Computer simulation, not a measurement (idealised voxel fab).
process module | voxel wiring stack
cross-section cut | 240 nm wide | cells 5 nm
A cross-section is a grid of square cells, given in bands from the top down. A band is one or more rows of cells.
Each band's line starts with the height of the band's top and of its bottom, in nm. Then come its materials from left to right, each with its width in nm. One material with "throughout" fills the band from edge to edge. "air" is empty space.
Height 0 is the level under which the wafer as received is all one material. The lowest band goes on downwards, as in "0 down".
A width such as "30 to 40" changes by the same amount from each row of cells to the next, from the band's top row to its bottom row.
"no change" after a step means that no cell of the cross-section changed.
closed voids: empty space of 8 cells or more with no open way to the top, each as width x height at its distance from the left edge, in nm
after a step's settings: what the simulator itself notes on the step
overlay nm, on a step with a mask: how far to the right of its planned place the mask lay; to the left if negative
Each pair below shows a cross-section before one step and the cross-section after it, down to the lowest band that changed. The line under each pair gives the step between them, with its settings. The pairs can come from different runs of this module on the same starting wafer, so a pair continues from the pair above only where its "before" says so.
before
  0 down: Si throughout
  closed voids: none
after
  10 to 0: SiO2 throughout
  below 0: unchanged
  closed voids: none
the step between: op CONFORMAL_DEP | material SiO2 | thk nm 10
before: the cross-section after the pair above
after
  15 to 10: SiN throughout
  below 10: unchanged
  closed voids: none
the step between: op CONFORMAL_DEP | material SiN | thk nm 5
before: the cross-section after the pair above
after
  30 to 15: lowk throughout
  below 15: unchanged
  closed voids: none
the step between: op DIRECTIONAL_DEP | material lowk | thk nm 15
before: the cross-section after the pair above
after
  30 to 15: lowk 60 | air 30 | lowk 15 | air 30 | lowk 15 | air 30 | lowk 60
  below 15: unchanged
  closed voids: none
the step between: op MASKED_ETCH | tone open | mask id METAL_1 | width nm 30 | pitch nm 45 | etch materials lowk | depth nm 15 | overlay nm 0
before: the cross-section after the pair above
after
  30 to 15: lowk 60 | air 30 | lowk 15 | air 30 | lowk 15 | air 30 | lowk 60
  15 to 10: SiN 60 | air 30 | SiN 15 | air 30 | SiN 15 | air 30 | SiN 60
  below 10: unchanged
  closed voids: none
the step between: op MASKED_ETCH | tone open | mask id METAL_1 | width nm 30 | pitch nm 45 | etch materials SiN | depth nm 5 | overlay nm 0
before: the cross-section after the pair above
after
  35 to 30: TiN 65 | air 20 | TiN 25 | air 20 | TiN 25 | air 20 | TiN 65
  30 to 15: lowk 60 | TiN 5 | air 20 | TiN 5 | lowk 15 | TiN 5 | air 20 | TiN 5 | lowk 15 | TiN 5 | air 20 | TiN 5 | lowk 60
  15 to 10: SiN 60 | TiN 30 | SiN 15 | TiN 30 | SiN 15 | TiN 30 | SiN 60
  below 10: unchanged
  closed voids: none
the step between: op CONFORMAL_DEP | material TiN | thk nm 5
before: the cross-section after the pair above
after
  40 to 35: Cu throughout
  35 to 30: TiN 65 | Cu 20 | TiN 25 | Cu 20 | TiN 25 | Cu 20 | TiN 65
  30 to 15: lowk 60 | TiN 5 | Cu 20 | TiN 5 | lowk 15 | TiN 5 | Cu 20 | TiN 5 | lowk 15 | TiN 5 | Cu 20 | TiN 5 | lowk 60
  below 15: unchanged
  closed voids: none
the step between: op FILL_DEP | material Cu | thk nm 5
before: the cross-section after the pair above
after
  30 to 15: lowk 60 | TiN 5 | Cu 20 | TiN 5 | lowk 15 | TiN 5 | Cu 20 | TiN 5 | lowk 15 | TiN 5 | Cu 20 | TiN 5 | lowk 60
  below 15: unchanged
  closed voids: none
the step between: op CMP | height nm 30
before: the cross-section after the pair above
after
  35 to 30: SiCN throughout
  below 30: unchanged
  closed voids: none
the step between: op CONFORMAL_DEP | material SiCN | thk nm 5
before: the cross-section after the pair above
after
  45 to 35: SiO2 throughout
  below 35: unchanged
  closed voids: none
the step between: op DIRECTIONAL_DEP | material SiO2 | thk nm 10
before: the cross-section after the pair above
after
  65 to 45: resist 60 | air 15 | resist 30 | air 15 | resist 30 | air 15 | resist 75
  below 45: unchanged
  closed voids: none
the step between: op PATTERN | tone open | mask id PLUG_1 | material resist | width nm 15 | pitch nm 45 | thk nm 20 | overlay nm 0
before: the cross-section after the pair above
after
  65 to 45: resist 60 | air 15 | resist 30 | air 15 | resist 30 | air 15 | resist 75
  45 to 35: SiO2 60 | air 15 | SiO2 30 | air 15 | SiO2 30 | air 15 | SiO2 75
  below 35: unchanged
  closed voids: none
the step between: op DIRECTIONAL_ETCH | etch materials SiO2 | depth nm 10
before: the cross-section after the pair above
after
  65 to 45: resist 60 | air 15 | resist 30 | air 15 | resist 30 | air 15 | resist 75
  45 to 35: SiO2 60 | air 15 | SiO2 30 | air 15 | SiO2 30 | air 15 | SiO2 75
  35 to 30: SiCN 60 | air 15 | SiCN 30 | air 15 | SiCN 30 | air 15 | SiCN 75
  below 30: unchanged
  closed voids: none
the step between: op DIRECTIONAL_ETCH | etch materials SiCN | depth nm 5
before: the cross-section after the pair above
after
  45 to 35: SiO2 60 | air 15 | SiO2 30 | air 15 | SiO2 30 | air 15 | SiO2 75
  below 35: unchanged
  closed voids: none
the step between: op STRIP | etch materials resist
before: the cross-section after the pair above
after
  50 to 45: TiN 65 | air 5 | TiN 40 | air 5 | TiN 40 | air 5 | TiN 80
  45 to 35: SiO2 60 | TiN 5 | air 5 | TiN 5 | SiO2 30 | TiN 5 | air 5 | TiN 5 | SiO2 30 | TiN 5 | air 5 | TiN 5 | SiO2 75
  35 to 30: SiCN 60 | TiN 15 | SiCN 30 | TiN 15 | SiCN 30 | TiN 15 | SiCN 75
  below 30: unchanged
  closed voids: none
the step between: op CONFORMAL_DEP | material TiN | thk nm 5
before: the cross-section after the pair above
after
  55 to 50: W throughout
  50 to 45: TiN 65 | W 5 | TiN 40 | W 5 | TiN 40 | W 5 | TiN 80
  45 to 35: SiO2 60 | TiN 5 | W 5 | TiN 5 | SiO2 30 | TiN 5 | W 5 | TiN 5 | SiO2 30 | TiN 5 | W 5 | TiN 5 | SiO2 75
  below 35: unchanged
  closed voids: none
the step between: op FILL_DEP | material W | thk nm 5
before: the cross-section after the pair above
after
  45 to 35: SiO2 60 | TiN 5 | W 5 | TiN 5 | SiO2 30 | TiN 5 | W 5 | TiN 5 | SiO2 30 | TiN 5 | W 5 | TiN 5 | SiO2 75
  below 35: unchanged
  closed voids: none
the step between: op CMP | height nm 45
before: the cross-section after the pair above
after
  50 to 45: TiN throughout
  below 45: unchanged
  closed voids: none
the step between: op DIRECTIONAL_DEP | material TiN | thk nm 5
before: the cross-section after the pair above
after
  65 to 50: W throughout
  below 50: unchanged
  closed voids: none
the step between: op DIRECTIONAL_DEP | material W | thk nm 15
before: the cross-section after the pair above
after
  85 to 65: air 60 | resist 30 | air 15 | resist 30 | air 15 | resist 30 | air 60
  below 65: unchanged
  closed voids: none
the step between: op PATTERN | tone cover | mask id METAL_2 | material resist | width nm 30 | pitch nm 45 | thk nm 20 | overlay nm 0
before: the cross-section after the pair above
after
  85 to 65: air 60 | resist 30 | air 15 | resist 30 | air 15 | resist 30 | air 60
  65 to 50: air 60 | W 30 | air 15 | W 30 | air 15 | W 30 | air 60
  below 50: unchanged
  closed voids: none
the step between: op DIRECTIONAL_ETCH | etch materials W | depth nm 15
before: the cross-section after the pair above
after
  85 to 65: air 60 | resist 30 | air 15 | resist 30 | air 15 | resist 30 | air 60
  65 to 50: air 60 | W 30 | air 15 | W 30 | air 15 | W 30 | air 60
  50 to 45: air 60 | TiN 30 | air 15 | TiN 30 | air 15 | TiN 30 | air 60
  below 45: unchanged
  closed voids: none
the step between: op DIRECTIONAL_ETCH | etch materials TiN | depth nm 5
before: the cross-section after the pair above
after
  65 to 50: air 60 | W 30 | air 15 | W 30 | air 15 | W 30 | air 60
  below 50: unchanged
  closed voids: none
the step between: op STRIP | etch materials resist
before: the cross-section after the pair above
after
  75 to 65: lowk throughout
  65 to 50: lowk 60 | W 30 | lowk 15 | W 30 | lowk 15 | W 30 | lowk 60
  50 to 45: lowk 60 | TiN 30 | lowk 15 | TiN 30 | lowk 15 | TiN 30 | lowk 60
  below 45: unchanged
  closed voids: none
the step between: op FILL_DEP | material lowk | thk nm 10
before: the cross-section after the pair above
after
  65 to 50: lowk 60 | W 30 | lowk 15 | W 30 | lowk 15 | W 30 | lowk 60
  below 50: unchanged
  closed voids: none
the step between: op CMP | height nm 65
before: the cross-section after the pair above
after
  70 to 65: SiCN throughout
  below 65: unchanged
  closed voids: none
the step between: op CONFORMAL_DEP | material SiCN | thk nm 5
before: the cross-section after the pair above
after
  80 to 70: lowk throughout
  below 70: unchanged
  closed voids: none
the step between: op DIRECTIONAL_DEP | material lowk | thk nm 10
before: the cross-section after the pair above
after
  95 to 80: resist 60 | air 15 | resist 75 | air 15 | resist 75
  below 80: unchanged
  closed voids: none
the step between: op PATTERN | tone open | mask id PLUG_2 | material resist | width nm 15 | pitch nm 90 | thk nm 15 | overlay nm 0
before: the cross-section after the pair above
after
  95 to 80: resist 60 | air 15 | resist 75 | air 15 | resist 75
  80 to 70: lowk 60 | air 15 | lowk 75 | air 15 | lowk 75
  below 70: unchanged
  closed voids: none
the step between: op DIRECTIONAL_ETCH | etch materials lowk | depth nm 10
before: the cross-section after the pair above
after
  95 to 80: resist 60 | air 15 | resist 75 | air 15 | resist 75
  80 to 70: lowk 60 | air 15 | lowk 75 | air 15 | lowk 75
  70 to 65: SiCN 60 | air 15 | SiCN 75 | air 15 | SiCN 75
  below 65: unchanged
  closed voids: none
the step between: op DIRECTIONAL_ETCH | etch materials SiCN | depth nm 5
before: the cross-section after the pair above
after
  80 to 70: lowk 60 | air 15 | lowk 75 | air 15 | lowk 75
  below 70: unchanged
  closed voids: none
the step between: op STRIP | etch materials resist
before: the cross-section after the pair above
after
  80 to 75: lowk 60 | air 15 | lowk 75 | air 15 | lowk 75
  75 to 70: lowk 60 | Ru 15 | lowk 75 | Ru 15 | lowk 75
  70 to 65: SiCN 60 | Ru 15 | SiCN 75 | Ru 15 | SiCN 75
  below 65: unchanged
  closed voids: none
the step between: op EPI | material Ru | thk nm 10
before: the cross-section after the pair above
after
  80 to 70: lowk 60 | Ru 15 | lowk 75 | Ru 15 | lowk 75
  below 70: unchanged
  closed voids: none
the step between: op EPI | material Ru | thk nm 5
before: the cross-section after the pair above
after
  85 to 80: SiCN throughout
  below 80: unchanged
  closed voids: none
the step between: op CONFORMAL_DEP | material SiCN | thk nm 5
before: the cross-section after the pair above
after
  105 to 85: SiO2 throughout
  below 85: unchanged
  closed voids: none
the step between: op DIRECTIONAL_DEP | material SiO2 | thk nm 20
before: the cross-section after the pair above
after
  105 to 85: SiO2 60 | air 30 | SiO2 15 | air 30 | SiO2 15 | air 30 | SiO2 60
  below 85: unchanged
  closed voids: none
the step between: op MASKED_ETCH | tone open | mask id METAL_3 | width nm 30 | pitch nm 45 | etch materials SiO2 | depth nm 20 | overlay nm 0
before: the cross-section after the pair above
after
  105 to 85: SiO2 60 | air 30 | SiO2 15 | air 30 | SiO2 15 | air 30 | SiO2 60
  85 to 80: SiCN 60 | air 30 | SiCN 15 | air 30 | SiCN 15 | air 30 | SiCN 60
  below 80: unchanged
  closed voids: none
the step between: op MASKED_ETCH | tone open | mask id METAL_3 | width nm 30 | pitch nm 45 | etch materials SiCN | depth nm 5 | overlay nm 0
before: the cross-section after the pair above
after
  110 to 105: TiN 65 | air 20 | TiN 25 | air 20 | TiN 25 | air 20 | TiN 65
  105 to 85: SiO2 60 | TiN 5 | air 20 | TiN 5 | SiO2 15 | TiN 5 | air 20 | TiN 5 | SiO2 15 | TiN 5 | air 20 | TiN 5 | SiO2 60
  85 to 80: SiCN 60 | TiN 30 | SiCN 15 | TiN 30 | SiCN 15 | TiN 30 | SiCN 60
  below 80: unchanged
  closed voids: none
the step between: op CONFORMAL_DEP | material TiN | thk nm 5
before: the cross-section after the pair above
after
  120 to 110: Cu throughout
  110 to 105: TiN 65 | Cu 20 | TiN 25 | Cu 20 | TiN 25 | Cu 20 | TiN 65
  105 to 85: SiO2 60 | TiN 5 | Cu 20 | TiN 5 | SiO2 15 | TiN 5 | Cu 20 | TiN 5 | SiO2 15 | TiN 5 | Cu 20 | TiN 5 | SiO2 60
  below 85: unchanged
  closed voids: none
the step between: op FILL_DEP | material Cu | thk nm 10
before: the cross-section after the pair above
after
  105 to 85: SiO2 60 | TiN 5 | Cu 20 | TiN 5 | SiO2 15 | TiN 5 | Cu 20 | TiN 5 | SiO2 15 | TiN 5 | Cu 20 | TiN 5 | SiO2 60
  below 85: unchanged
  closed voids: none
the step between: op CMP | height nm 105
before: the cross-section after the pair above
after
  110 to 105: SiCN throughout
  below 105: unchanged
  closed voids: none
the step between: op CONFORMAL_DEP | material SiCN | thk nm 5
before: the cross-section after the pair above
after
  145 to 110: lowk throughout
  below 110: unchanged
  closed voids: none
the step between: op DIRECTIONAL_DEP | material lowk | thk nm 35
before: the cross-section after the pair above
after
  145 to 125: lowk 60 | air 30 | lowk 15 | air 30 | lowk 15 | air 30 | lowk 60
  below 125: unchanged
  closed voids: none
the step between: op MASKED_ETCH | tone open | mask id METAL_4 | width nm 30 | pitch nm 45 | etch materials lowk | depth nm 20 | overlay nm 0
before: the cross-section after the pair above
after
  145 to 125: lowk 60 | air 30 | lowk 15 | air 30 | lowk 15 | air 30 | lowk 60
  125 to 110: lowk 60 | air 15 | lowk 30 | air 15 | lowk 30 | air 15 | lowk 75
  below 110: unchanged
  closed voids: none
the step between: op MASKED_ETCH | tone open | mask id METAL_4_HOLES | width nm 15 | pitch nm 45 | etch materials lowk | depth nm 15 | overlay nm 0
before: the cross-section after the pair above
after
  145 to 125: lowk 60 | air 30 | lowk 15 | air 30 | lowk 15 | air 30 | lowk 60
  125 to 110: lowk 60 | air 15 | lowk 30 | air 15 | lowk 30 | air 15 | lowk 75
  110 to 105: SiCN 60 | air 15 | SiCN 30 | air 15 | SiCN 30 | air 15 | SiCN 75
  below 105: unchanged
  closed voids: none
the step between: op MASKED_ETCH | tone open | mask id METAL_4_HOLES | width nm 15 | pitch nm 45 | etch materials SiCN | depth nm 5 | overlay nm 0
before: the cross-section after the pair above
after
  150 to 145: TiN 65 | air 20 | TiN 25 | air 20 | TiN 25 | air 20 | TiN 65
  145 to 130: lowk 60 | TiN 5 | air 20 | TiN 5 | lowk 15 | TiN 5 | air 20 | TiN 5 | lowk 15 | TiN 5 | air 20 | TiN 5 | lowk 60
  130 to 125: lowk 60 | TiN 5 | air 5 | TiN 20 | lowk 15 | TiN 5 | air 5 | TiN 20 | lowk 15 | TiN 5 | air 5 | TiN 20 | lowk 60
  125 to 110: lowk 60 | TiN 5 | air 5 | TiN 5 | lowk 30 | TiN 5 | air 5 | TiN 5 | lowk 30 | TiN 5 | air 5 | TiN 5 | lowk 75
  110 to 105: SiCN 60 | TiN 15 | SiCN 30 | TiN 15 | SiCN 30 | TiN 15 | SiCN 75
  below 105: unchanged
  closed voids: none
the step between: op CONFORMAL_DEP | material TiN | thk nm 5
before: the cross-section after the pair above
after
  155 to 150: Cu throughout
  150 to 145: TiN 65 | Cu 20 | TiN 25 | Cu 20 | TiN 25 | Cu 20 | TiN 65
  145 to 130: lowk 60 | TiN 5 | Cu 20 | TiN 5 | lowk 15 | TiN 5 | Cu 20 | TiN 5 | lowk 15 | TiN 5 | Cu 20 | TiN 5 | lowk 60
  130 to 125: lowk 60 | TiN 5 | Cu 5 | TiN 20 | lowk 15 | TiN 5 | Cu 5 | TiN 20 | lowk 15 | TiN 5 | Cu 5 | TiN 20 | lowk 60
  125 to 110: lowk 60 | TiN 5 | Cu 5 | TiN 5 | lowk 30 | TiN 5 | Cu 5 | TiN 5 | lowk 30 | TiN 5 | Cu 5 | TiN 5 | lowk 75
  below 110: unchanged
  closed voids: none
the step between: op FILL_DEP | material Cu | thk nm 5
before: the cross-section after the pair above
after
  145 to 130: lowk 60 | TiN 5 | Cu 20 | TiN 5 | lowk 15 | TiN 5 | Cu 20 | TiN 5 | lowk 15 | TiN 5 | Cu 20 | TiN 5 | lowk 60
  below 130: unchanged
  closed voids: none
the step between: op CMP | height nm 145
before: the cross-section after the pair above
after
  150 to 145: SiN throughout
  below 145: unchanged
  closed voids: none
the step between: op CONFORMAL_DEP | material SiN | thk nm 5
before
  120 to 110: Cu throughout
  110 to 105: TiN 65 | Cu 20 | TiN 25 | Cu 20 | TiN 25 | Cu 20 | TiN 65
  105 to 85: SiO2 60 | TiN 5 | Cu 20 | TiN 5 | SiO2 15 | TiN 5 | Cu 20 | TiN 5 | SiO2 15 | TiN 5 | Cu 20 | TiN 5 | SiO2 60
  85 to 80: SiCN 60 | TiN 30 | SiCN 15 | TiN 30 | SiCN 15 | TiN 30 | SiCN 60
  80 to 70: lowk 60 | Ru 15 | lowk 75 | Ru 15 | lowk 75
  70 to 65: SiCN 60 | Ru 15 | SiCN 75 | Ru 15 | SiCN 75
  65 to 50: lowk 60 | W 30 | lowk 15 | W 30 | lowk 15 | W 30 | lowk 60
  50 to 45: lowk 60 | TiN 30 | lowk 15 | TiN 30 | lowk 15 | TiN 30 | lowk 60
  45 to 35: SiO2 60 | TiN 5 | W 5 | TiN 5 | SiO2 30 | TiN 5 | W 5 | TiN 5 | SiO2 30 | TiN 5 | W 5 | TiN 5 | SiO2 75
  35 to 30: SiCN 60 | TiN 15 | SiCN 30 | TiN 15 | SiCN 30 | TiN 15 | SiCN 75
  30 to 15: lowk 60 | TiN 5 | Cu 20 | TiN 5 | lowk 15 | TiN 5 | Cu 20 | TiN 5 | lowk 15 | TiN 5 | Cu 20 | TiN 5 | lowk 60
  15 to 10: SiN 60 | TiN 30 | SiN 15 | TiN 30 | SiN 15 | TiN 30 | SiN 60
  10 to 0: SiO2 throughout
  0 down: Si throughout
  closed voids: none
after
  125 to 120: SiCN throughout
  below 120: unchanged
  closed voids: none
the step between: op CONFORMAL_DEP | material SiCN | thk nm 5
before: the cross-section after the pair above
after
  160 to 125: lowk throughout
  below 125: unchanged
  closed voids: none
the step between: op DIRECTIONAL_DEP | material lowk | thk nm 35
before: the cross-section after the pair above
after
  160 to 140: lowk 60 | air 30 | lowk 15 | air 30 | lowk 15 | air 30 | lowk 60
  below 140: unchanged
  closed voids: none
the step between: op MASKED_ETCH | tone open | mask id METAL_4 | width nm 30 | pitch nm 45 | etch materials lowk | depth nm 20 | overlay nm 0
before: the cross-section after the pair above
after
  160 to 140: lowk 60 | air 30 | lowk 15 | air 30 | lowk 15 | air 30 | lowk 60
  140 to 125: lowk 60 | air 15 | lowk 30 | air 15 | lowk 30 | air 15 | lowk 75
  below 125: unchanged
  closed voids: none
the step between: op MASKED_ETCH | tone open | mask id METAL_4_HOLES | width nm 15 | pitch nm 45 | etch materials lowk | depth nm 15 | overlay nm 0
before: the cross-section after the pair above
after
  160 to 140: lowk 60 | air 30 | lowk 15 | air 30 | lowk 15 | air 30 | lowk 60
  140 to 125: lowk 60 | air 15 | lowk 30 | air 15 | lowk 30 | air 15 | lowk 75
  125 to 120: SiCN 60 | air 15 | SiCN 30 | air 15 | SiCN 30 | air 15 | SiCN 75
  below 120: unchanged
  closed voids: none
the step between: op MASKED_ETCH | tone open | mask id METAL_4_HOLES | width nm 15 | pitch nm 45 | etch materials SiCN | depth nm 5 | overlay nm 0
before: the cross-section after the pair above
after
  165 to 160: TiN 65 | air 20 | TiN 25 | air 20 | TiN 25 | air 20 | TiN 65
  160 to 145: lowk 60 | TiN 5 | air 20 | TiN 5 | lowk 15 | TiN 5 | air 20 | TiN 5 | lowk 15 | TiN 5 | air 20 | TiN 5 | lowk 60
  145 to 140: lowk 60 | TiN 5 | air 5 | TiN 20 | lowk 15 | TiN 5 | air 5 | TiN 20 | lowk 15 | TiN 5 | air 5 | TiN 20 | lowk 60
  140 to 125: lowk 60 | TiN 5 | air 5 | TiN 5 | lowk 30 | TiN 5 | air 5 | TiN 5 | lowk 30 | TiN 5 | air 5 | TiN 5 | lowk 75
  125 to 120: SiCN 60 | TiN 15 | SiCN 30 | TiN 15 | SiCN 30 | TiN 15 | SiCN 75
  below 120: unchanged
  closed voids: none
the step between: op CONFORMAL_DEP | material TiN | thk nm 5
before: the cross-section after the pair above
after
  170 to 165: Cu throughout
  165 to 160: TiN 65 | Cu 20 | TiN 25 | Cu 20 | TiN 25 | Cu 20 | TiN 65
  160 to 145: lowk 60 | TiN 5 | Cu 20 | TiN 5 | lowk 15 | TiN 5 | Cu 20 | TiN 5 | lowk 15 | TiN 5 | Cu 20 | TiN 5 | lowk 60
  145 to 140: lowk 60 | TiN 5 | Cu 5 | TiN 20 | lowk 15 | TiN 5 | Cu 5 | TiN 20 | lowk 15 | TiN 5 | Cu 5 | TiN 20 | lowk 60
  140 to 125: lowk 60 | TiN 5 | Cu 5 | TiN 5 | lowk 30 | TiN 5 | Cu 5 | TiN 5 | lowk 30 | TiN 5 | Cu 5 | TiN 5 | lowk 75
  below 125: unchanged
  closed voids: none
the step between: op FILL_DEP | material Cu | thk nm 5
before: the cross-section after the pair above
after
  145 to 140: lowk 60 | TiN 5 | Cu 5 | TiN 20 | lowk 15 | TiN 5 | Cu 5 | TiN 20 | lowk 15 | TiN 5 | Cu 5 | TiN 20 | lowk 60
  below 140: unchanged
  closed voids: none
the step between: op CMP | height nm 145
before: the cross-section after the pair above
after
  150 to 145: SiN throughout
  below 145: unchanged
  closed voids: none
the step between: op CONFORMAL_DEP | material SiN | thk nm 5
before
  80 to 75: lowk 60 | air 15 | lowk 75 | air 15 | lowk 75
  75 to 70: lowk 60 | Ru 15 | lowk 75 | Ru 15 | lowk 75
  70 to 65: SiCN 60 | Ru 15 | SiCN 75 | Ru 15 | SiCN 75
  65 to 50: lowk 60 | W 30 | lowk 15 | W 30 | lowk 15 | W 30 | lowk 60
  50 to 45: lowk 60 | TiN 30 | lowk 15 | TiN 30 | lowk 15 | TiN 30 | lowk 60
  45 to 35: SiO2 60 | TiN 5 | W 5 | TiN 5 | SiO2 30 | TiN 5 | W 5 | TiN 5 | SiO2 30 | TiN 5 | W 5 | TiN 5 | SiO2 75
  35 to 30: SiCN 60 | TiN 15 | SiCN 30 | TiN 15 | SiCN 30 | TiN 15 | SiCN 75
  30 to 15: lowk 60 | TiN 5 | Cu 20 | TiN 5 | lowk 15 | TiN 5 | Cu 20 | TiN 5 | lowk 15 | TiN 5 | Cu 20 | TiN 5 | lowk 60
  15 to 10: SiN 60 | TiN 30 | SiN 15 | TiN 30 | SiN 15 | TiN 30 | SiN 60
  10 to 0: SiO2 throughout
  0 down: Si throughout
  closed voids: none
after
  85 to 80: air 55 | Ru 25 | air 65 | Ru 25 | air 70
  80 to 70: lowk 60 | Ru 15 | lowk 75 | Ru 15 | lowk 75
  below 70: unchanged
  closed voids: none
the step between: op EPI | material Ru | thk nm 10
before: the cross-section after the pair above
after
  90 to 80: air 50 | Ru 35 | air 55 | Ru 35 | air 65
  below 80: unchanged
  closed voids: none
the step between: op EPI | material Ru | thk nm 5
before: the cross-section after the pair above
after
  95 to 90: air 45 | SiCN 45 | air 45 | SiCN 45 | air 60
  90 to 85: air 45 | SiCN 5 | Ru 35 | SiCN 5 | air 45 | SiCN 5 | Ru 35 | SiCN 5 | air 60
  85 to 80: SiCN 50 | Ru 35 | SiCN 55 | Ru 35 | SiCN 65
  below 80: unchanged
  closed voids: none
the step between: op CONFORMAL_DEP | material SiCN | thk nm 5
before: the cross-section after the pair above
after
  115 to 105: air 45 | SiO2 45 | air 45 | SiO2 45 | air 60
  105 to 95: SiO2 throughout
  95 to 90: SiO2 45 | SiCN 45 | SiO2 45 | SiCN 45 | SiO2 60
  90 to 85: SiO2 45 | SiCN 5 | Ru 35 | SiCN 5 | SiO2 45 | SiCN 5 | Ru 35 | SiCN 5 | SiO2 60
  below 85: unchanged
  closed voids: none
the step between: op DIRECTIONAL_DEP | material SiO2 | thk nm 20
before: the cross-section after the pair above
after
  115 to 105: air 45 | SiO2 15 | air 75 | SiO2 15 | air 90
  105 to 95: SiO2 60 | air 30 | SiO2 15 | air 30 | SiO2 15 | air 30 | SiO2 60
  95 to 90: SiO2 45 | SiCN 45 | SiO2 15 | air 30 | SiCN 45 | SiO2 60
  90 to 85: SiO2 45 | SiCN 5 | Ru 35 | SiCN 5 | SiO2 15 | air 30 | SiCN 5 | Ru 35 | SiCN 5 | SiO2 60
  below 85: unchanged
  closed voids: none
the step between: op MASKED_ETCH | tone open | mask id METAL_3 | width nm 30 | pitch nm 45 | etch materials SiO2 | depth nm 20 | overlay nm 0
before: the cross-section after the pair above
after
  115 to 105: air 45 | SiO2 15 | air 75 | SiO2 15 | air 90
  105 to 95: SiO2 60 | air 30 | SiO2 15 | air 30 | SiO2 15 | air 30 | SiO2 60
  95 to 90: SiO2 45 | SiCN 15 | air 30 | SiO2 15 | air 30 | SiCN 15 | air 30 | SiO2 60
  90 to 85: SiO2 45 | SiCN 5 | Ru 35 | SiCN 5 | SiO2 15 | air 30 | SiCN 5 | Ru 35 | SiCN 5 | SiO2 60
  85 to 80: SiCN 50 | Ru 35 | SiCN 20 | air 30 | SiCN 5 | Ru 35 | SiCN 65
  below 80: unchanged
  closed voids: none
the step between: op MASKED_ETCH | tone open | mask id METAL_3 | width nm 30 | pitch nm 45 | etch materials SiCN | depth nm 5 | overlay nm 0
before: the cross-section after the pair above
after
  120 to 115: air 40 | TiN 25 | air 65 | TiN 25 | air 85
  115 to 110: air 40 | TiN 5 | SiO2 15 | TiN 5 | air 65 | TiN 5 | SiO2 15 | TiN 5 | air 85
  110 to 105: TiN 45 | SiO2 15 | TiN 5 | air 20 | TiN 25 | air 20 | TiN 5 | SiO2 15 | TiN 5 | air 20 | TiN 65
  105 to 95: SiO2 60 | TiN 5 | air 20 | TiN 5 | SiO2 15 | TiN 5 | air 20 | TiN 5 | SiO2 15 | TiN 5 | air 20 | TiN 5 | SiO2 60
  95 to 90: SiO2 45 | SiCN 15 | TiN 30 | SiO2 15 | TiN 5 | air 20 | TiN 5 | SiCN 15 | TiN 30 | SiO2 60
  90 to 85: SiO2 45 | SiCN 5 | Ru 35 | SiCN 5 | SiO2 15 | TiN 5 | air 20 | TiN 5 | SiCN 5 | Ru 35 | SiCN 5 | SiO2 60
  85 to 80: SiCN 50 | Ru 35 | SiCN 20 | TiN 30 | SiCN 5 | Ru 35 | SiCN 65
  below 80: unchanged
  closed voids: none
the step between: op CONFORMAL_DEP | material TiN | thk nm 5
before: the cross-section after the pair above
after
  130 to 120: Cu throughout
  120 to 115: Cu 40 | TiN 25 | Cu 65 | TiN 25 | Cu 85
  115 to 110: Cu 40 | TiN 5 | SiO2 15 | TiN 5 | Cu 65 | TiN 5 | SiO2 15 | TiN 5 | Cu 85
  110 to 105: TiN 45 | SiO2 15 | TiN 5 | Cu 20 | TiN 25 | Cu 20 | TiN 5 | SiO2 15 | TiN 5 | Cu 20 | TiN 65
  105 to 95: SiO2 60 | TiN 5 | Cu 20 | TiN 5 | SiO2 15 | TiN 5 | Cu 20 | TiN 5 | SiO2 15 | TiN 5 | Cu 20 | TiN 5 | SiO2 60
  95 to 90: SiO2 45 | SiCN 15 | TiN 30 | SiO2 15 | TiN 5 | Cu 20 | TiN 5 | SiCN 15 | TiN 30 | SiO2 60
  90 to 85: SiO2 45 | SiCN 5 | Ru 35 | SiCN 5 | SiO2 15 | TiN 5 | Cu 20 | TiN 5 | SiCN 5 | Ru 35 | SiCN 5 | SiO2 60
  below 85: unchanged
  closed voids: none
the step between: op FILL_DEP | material Cu | thk nm 10
before: the cross-section after the pair above
after
  105 to 95: SiO2 60 | TiN 5 | Cu 20 | TiN 5 | SiO2 15 | TiN 5 | Cu 20 | TiN 5 | SiO2 15 | TiN 5 | Cu 20 | TiN 5 | SiO2 60
  below 95: unchanged
  closed voids: none
the step between: op CMP | height nm 105
before: the cross-section after the pair above
after
  110 to 105: SiCN throughout
  below 105: unchanged
  closed voids: none
the step between: op CONFORMAL_DEP | material SiCN | thk nm 5
before: the cross-section after the pair above
after
  145 to 110: lowk throughout
  below 110: unchanged
  closed voids: none
the step between: op DIRECTIONAL_DEP | material lowk | thk nm 35
before: the cross-section after the pair above
after
  145 to 125: lowk 60 | air 30 | lowk 15 | air 30 | lowk 15 | air 30 | lowk 60
  below 125: unchanged
  closed voids: none
the step between: op MASKED_ETCH | tone open | mask id METAL_4 | width nm 30 | pitch nm 45 | etch materials lowk | depth nm 20 | overlay nm 0
before: the cross-section after the pair above
after
  145 to 125: lowk 60 | air 30 | lowk 15 | air 30 | lowk 15 | air 30 | lowk 60
  125 to 110: lowk 60 | air 15 | lowk 30 | air 15 | lowk 30 | air 15 | lowk 75
  below 110: unchanged
  closed voids: none
the step between: op MASKED_ETCH | tone open | mask id METAL_4_HOLES | width nm 15 | pitch nm 45 | etch materials lowk | depth nm 15 | overlay nm 0
before: the cross-section after the pair above
after
  145 to 125: lowk 60 | air 30 | lowk 15 | air 30 | lowk 15 | air 30 | lowk 60
  125 to 110: lowk 60 | air 15 | lowk 30 | air 15 | lowk 30 | air 15 | lowk 75
  110 to 105: SiCN 60 | air 15 | SiCN 30 | air 15 | SiCN 30 | air 15 | SiCN 75
  below 105: unchanged
  closed voids: none
the step between: op MASKED_ETCH | tone open | mask id METAL_4_HOLES | width nm 15 | pitch nm 45 | etch materials SiCN | depth nm 5 | overlay nm 0
before: the cross-section after the pair above
after
  150 to 145: TiN 65 | air 20 | TiN 25 | air 20 | TiN 25 | air 20 | TiN 65
  145 to 130: lowk 60 | TiN 5 | air 20 | TiN 5 | lowk 15 | TiN 5 | air 20 | TiN 5 | lowk 15 | TiN 5 | air 20 | TiN 5 | lowk 60
  130 to 125: lowk 60 | TiN 5 | air 5 | TiN 20 | lowk 15 | TiN 5 | air 5 | TiN 20 | lowk 15 | TiN 5 | air 5 | TiN 20 | lowk 60
  125 to 110: lowk 60 | TiN 5 | air 5 | TiN 5 | lowk 30 | TiN 5 | air 5 | TiN 5 | lowk 30 | TiN 5 | air 5 | TiN 5 | lowk 75
  110 to 105: SiCN 60 | TiN 15 | SiCN 30 | TiN 15 | SiCN 30 | TiN 15 | SiCN 75
  below 105: unchanged
  closed voids: none
the step between: op CONFORMAL_DEP | material TiN | thk nm 5
